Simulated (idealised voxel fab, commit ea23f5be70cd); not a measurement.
Process module, titled voxel ribs on slabs
Section cut is 150 nm wide and gridded with 5 nm square cells.
Bands, listed from the top down, are how a cross-section gets written in this document; the cross-section itself is a grid of square cells, and a band is one or more rows of them.
Heads up on the band format: heights come first, top then bottom, in nm. After that it's the materials left to right, each with its width in nm. A single material flagged "edge to edge" fills the whole band edge to edge, and "empty" means there's empty space there.
Height reference: 0 = level under which incoming wafer is all one material. Lowest band: no bottom, runs on downward, e.g. "from 0 down".
Graded width ("30..40"): value in top row of band = first number; value in bottom row = second number; row-to-row change constant.
"no change occurred" means the step left every cell of the cross-section as it was.
Entry "Closed cavity list". Content: empty spaces with no open connection to the top, size 8 cells or greater. Each: width x height at distance. Distance: from left edge. Unit: nm.
after a step's settings: what the simulator itself notes on the step
overlay nm: step with mask; distance mask lay right of planned place; negative value = left of planned place.
Below is the list of planned process steps
1,RECEIVE,material Si
2,DIRECTIONAL_DEP,material SiO2,thk nm 30
3,DIRECTIONAL_DEP,material polySi,thk nm 20
4,DIRECTIONAL_DEP,material aC,thk nm 15
5,PATTERN,tone cover,mask id RIB,material resist,width nm 20,thk nm 30,overlay nm 0
6,DIRECTIONAL_ETCH,etch materials aC,depth nm 15
7,STRIP,etch materials resist
8,DIRECTIONAL_ETCH,etch materials polySi,depth nm 15
9,STRIP,etch materials aC
10,PATTERN,tone cover,mask id SLAB,material resist,width nm 60,thk nm 15,overlay nm 0
11,DIRECTIONAL_ETCH,etch materials polySi,depth nm 5
12,STRIP,etch materials resist
13,FILL_DEP,material SiO2,thk nm 25
14,CMP,height nm 65
15,DIRECTIONAL_DEP,material W,thk nm 5
16,PATTERN,tone cover,mask id HEATER,material resist,width nm 30,thk nm 15,overlay nm 0
17,DIRECTIONAL_ETCH,etch materials W,depth nm 5
18,STRIP,etch materials resist
19,CONFORMAL_DEP,material SiO2,thk nm 5
First wafer out of two, processed as planned
Wafer cross-section on receipt, i.e. after step 1
* from 0 down | Si edge to edge
* Closed cavity list: none
After step 2: wafer cross-section
* from 30 to 0 | SiO2 edge to edge
* Under 0: no change, same as before.
After step 3: wafer cross-section
* from 50 to 30 | polySi edge to edge
* Under 30: no change, same as before.
After step 4: wafer cross-section
* from 65 to 50 | aC edge to edge
* Under 50: no change, same as before.
After step 5: wafer cross-section
* from 95 to 65 | empty 65 nm, then resist 20 nm, then empty 65 nm
* Under 65: no change, same as before.
After step 6: wafer cross-section
* from 80 to 65 | empty 65 nm, then resist 20 nm, then empty 65 nm
* from 65 to 50 | empty 65 nm, then aC 20 nm, then empty 65 nm
* Under 50: no change, same as before.
After step 7: wafer cross-section
* from 65 to 50 | empty 65 nm, then aC 20 nm, then empty 65 nm
* Under 50: no change, same as before.
After step 8: wafer cross-section
* from 65 to 50 | empty 65 nm, then aC 20 nm, then empty 65 nm
* from 50 to 35 | empty 65 nm, then polySi 20 nm, then empty 65 nm
* Under 35: no change, same as before.
After step 9: wafer cross-section
* from 50 to 35 | empty 65 nm, then polySi 20 nm, then empty 65 nm
* Under 35: no change, same as before.
After step 10: wafer cross-section
* from 65 to 50 | empty 45 nm, then resist 60 nm, then empty 45 nm
* from 50 to 35 | empty 45 nm, then resist 20 nm, then polySi 20 nm, then resist 20 nm, then empty 45 nm
* Under 35: no change, same as before.
After step 11: wafer cross-section
* from 65 to 50 | empty 45 nm, then resist 60 nm, then empty 45 nm
* from 50 to 35 | empty 45 nm, then resist 20 nm, then polySi 20 nm, then resist 20 nm, then empty 45 nm
* from 35 to 30 | empty 45 nm, then polySi 60 nm, then empty 45 nm
* Under 30: no change, same as before.
After step 12: wafer cross-section
* from 50 to 35 | empty 65 nm, then polySi 20 nm, then empty 65 nm
* Under 35: no change, same as before.
After step 13: wafer cross-section
* from 75 to 50 | SiO2 edge to edge
* from 50 to 35 | SiO2 65 nm, then polySi 20 nm, then SiO2 65 nm
* from 35 to 30 | SiO2 45 nm, then polySi 60 nm, then SiO2 45 nm
* Under 30: no change, same as before.
After step 14: wafer cross-section
* from 65 to 50 | SiO2 edge to edge
* Under 50: no change, same as before.
After step 15: wafer cross-section
* from 70 to 65 | W edge to edge
* Under 65: no change, same as before.
After step 16: wafer cross-section
* from 85 to 70 | empty 60 nm, then resist 30 nm, then empty 60 nm
* Under 70: no change, same as before.
After step 17: wafer cross-section
* from 85 to 70 | empty 60 nm, then resist 30 nm, then empty 60 nm
* from 70 to 65 | empty 60 nm, then W 30 nm, then empty 60 nm
* Under 65: no change, same as before.
After step 18: wafer cross-section
* from 70 to 65 | empty 60 nm, then W 30 nm, then empty 60 nm
* Under 65: no change, same as before.
After step 19: wafer cross-section
* from 75 to 70 | empty 55 nm, then SiO2 40 nm, then empty 55 nm
* from 70 to 65 | SiO2 60 nm, then W 30 nm, then SiO2 60 nm
* Under 65: no change, same as before.
Notes, second wafer: start = first wafer's, plan = first wafer's, execution had one mistake; history identical to first through step 15
The second wafer cut through, at the time step 16 was supposed to be finished
* from 85 to 70 | empty 65 nm, then resist 20 nm, then empty 65 nm
* Under 70: no change, same as before.
The second wafer cut through, at the time step 17 was supposed to be finished
* from 85 to 70 | empty 65 nm, then resist 20 nm, then empty 65 nm
* from 70 to 65 | empty 65 nm, then W 20 nm, then empty 65 nm
* Under 65: no change, same as before.
The second wafer cut through, at the time step 18 was supposed to be finished
* from 70 to 65 | empty 65 nm, then W 20 nm, then empty 65 nm
* Under 65: no change, same as before.
The second wafer cut through, at the time step 19 was supposed to be finished
* from 75 to 70 | empty 60 nm, then SiO2 30 nm, then empty 60 nm
* from 70 to 65 | SiO2 65 nm, then W 20 nm, then SiO2 65 nm
* Under 65: no change, same as before.
What went wrong in running the wafer? contrary to plan, step 16 was performed as PATTERN,tone cover,mask id HEATER,material resist,width nm 20,thk nm 15,overlay nm 0
The second wafer ends with more or fewer cells of some materials than the first, per final count: W: 2 fewer
